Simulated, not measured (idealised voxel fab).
Title: Process Module voxel gate over fins
Shown is cross-section cut, with a width of 155 nm and square cells of size 5 nm.
Cross-section format: a grid of square cells, given as bands from top to bottom; each band is one or more rows of cells.
What a band's entry tells you: where the top is and where the bottom is, as heights in nm, and after that what lies inside, material by material from left to right, each with its width in nm. Empty space is written as the word "empty", and a single material marked with the word "edge to edge" occupies the band from edge to edge.
Height datum 0, below which the as-received substrate wafer is one material. Lowest band open at the bottom, running downward: "0 down".
Width spec "30 to 40" -> top row of cells at first value, bottom row at second value, equal per-row change in between.
You'll sometimes find "nothing was modified" written for a step, and that's the way of saying that nowhere in the cross-section did a cell change during that step.
"Enclosed void inventory": empty spaces of 8 cells or more with no open way to the top, each given as width x height at distance, distance from the left edge, all in nm.
Note: text after step settings on the step line = simulator remark on that step.
overlay nm: right-of-plan distance of the mask on a masked step; negative values mean left-of-plan.
Each pair of cross-sections that follows straddles one process step: the one shows the state before the step, the other the state after it, down to the lowest band that changed and no further. The step in question, and its settings, are given under the pair. Note that a pair is not necessarily a continuation of the pair above it, since pairs can come from different runs of this module on the same starting wafer; it is a continuation only where its entry headed "Structure before processing" says so.

STRUCTURE BEFORE PROCESSING
    20 to 5: 50 resist | 15 empty | 20 resist | 15 empty | 55 resist
    5 to 0: 50 SiN | 15 empty | 20 SiN | 15 empty | 55 SiN
    0 to -30: 50 Si | 15 empty | 20 Si | 15 empty | 55 Si
    -30 down: Si edge to edge
    Enclosed void inventory: none

SECTIONAL RESULT
    5 to 0: 50 SiN | 15 empty | 20 SiN | 15 empty | 55 SiN
    Heights below 0 show no change.
    Enclosed void inventory: none
It is this step that lies between the two cross-sections above: STRIP [etch materials resist]

Structure before processing: just use the after drawing of the pair above as your starting point.

SECTIONAL RESULT
    5 to 0: 50 SiN | 15 empty | 20 SiN | 15 empty | 55 SiN
    0 to -30: 45 Si | 5 SiO2 | 15 empty | 5 SiO2 | 10 Si | 5 SiO2 | 15 empty | 5 SiO2 | 50 Si
    -30 to -35: 45 Si | 25 SiO2 | 10 Si | 25 SiO2 | 50 Si
    Heights below -35 show no change.
    Enclosed void inventory: none
It is this step that lies between the two cross-sections above: OXIDIZE [depth nm 5]

Structure before processing: just use the after drawing of the pair above as your starting point.

SECTIONAL RESULT
    20 to 5: SiO2 edge to edge
    5 to 0: 50 SiN | 15 SiO2 | 20 SiN | 15 SiO2 | 55 SiN
    0 to -35: 45 Si | 25 SiO2 | 10 Si | 25 SiO2 | 50 Si
    Heights below -35 show no change.
    Enclosed void inventory: none
It is this step that lies between the two cross-sections above: FILL_DEP [material SiO2] [thk nm 15]

Structure before processing: just use the after drawing of the pair above as your starting point.

SECTIONAL RESULT
    5 to 0: 50 SiN | 15 SiO2 | 20 SiN | 15 SiO2 | 55 SiN
    Heights below 0 show no change.
    Enclosed void inventory: none
It is this step that lies between the two cross-sections above: CMP [height nm 5]

Structure before processing: just use the after drawing of the pair above as your starting point.

SECTIONAL RESULT
    5 to 0: 50 SiN | 15 empty | 20 SiN | 15 empty | 55 SiN
    0 to -10: 45 Si | 25 empty | 10 Si | 25 empty | 50 Si
    Heights below -10 show no change.
    Enclosed void inventory: none
It is this step that lies between the two cross-sections above: SELECTIVE_ETCH [etch materials SiO2] [depth nm 15]

Structure before processing: just use the after drawing of the pair above as your starting point.

SECTIONAL RESULT
    0 to -10: 45 Si | 25 empty | 10 Si | 25 empty | 50 Si
    Heights below -10 show no change.
    Enclosed void inventory: none
It is this step that lies between the two cross-sections above: STRIP [etch materials SiN]

Structure before processing: just use the after drawing of the pair above as your starting point.

SECTIONAL RESULT
    5 to 0: 50 HfO2 | 15 empty | 20 HfO2 | 15 empty | 55 HfO2
    0 to -5: 45 Si | 5 HfO2 | 15 empty | 5 HfO2 | 10 Si | 5 HfO2 | 15 empty | 5 HfO2 | 50 Si
    -5 to -10: 45 Si | 25 HfO2 | 10 Si | 25 HfO2 | 50 Si
    Heights below -10 show no change.
    Enclosed void inventory: none
It is this step that lies between the two cross-sections above: CONFORMAL_DEP [material HfO2] [thk nm 5]

Structure before processing: just use the after drawing of the pair above as your starting point.

SECTIONAL RESULT
    10 to 5: 55 TiN | 5 empty | 30 TiN | 5 empty | 60 TiN
    5 to 0: 50 HfO2 | 5 TiN | 5 empty | 5 TiN | 20 HfO2 | 5 TiN | 5 empty | 5 TiN | 55 HfO2
    0 to -5: 45 Si | 5 HfO2 | 15 TiN | 5 HfO2 | 10 Si | 5 HfO2 | 15 TiN | 5 HfO2 | 50 Si
    Heights below -5 show no change.
    Enclosed void inventory: none
It is this step that lies between the two cross-sections above: CONFORMAL_DEP [material TiN] [thk nm 5]

Structure before processing: just use the after drawing of the pair above as your starting point.

SECTIONAL RESULT
    20 to 10: W edge to edge
    10 to 5: 55 TiN | 5 W | 30 TiN | 5 W | 60 TiN
    5 to 0: 50 HfO2 | 5 TiN | 5 W | 5 TiN | 20 HfO2 | 5 TiN | 5 W | 5 TiN | 55 HfO2
    Heights below 0 show no change.
    Enclosed void inventory: none
It is this step that lies between the two cross-sections above: FILL_DEP [material W] [thk nm 10]

Structure before processing: just use the after drawing of the pair above as your starting point.

SECTIONAL RESULT
    15 to 10: W edge to edge
    Heights below 10 show no change.
    Enclosed void inventory: none
It is this step that lies between the two cross-sections above: CMP [height nm 15]

Structure before processing: just use the after drawing of the pair above as your starting point.

SECTIONAL RESULT
    25 to 15: SiCN edge to edge
    Heights below 15 show no change.
    Enclosed void inventory: none
It is this step that lies between the two cross-sections above: CONFORMAL_DEP [material SiCN] [thk nm 10]
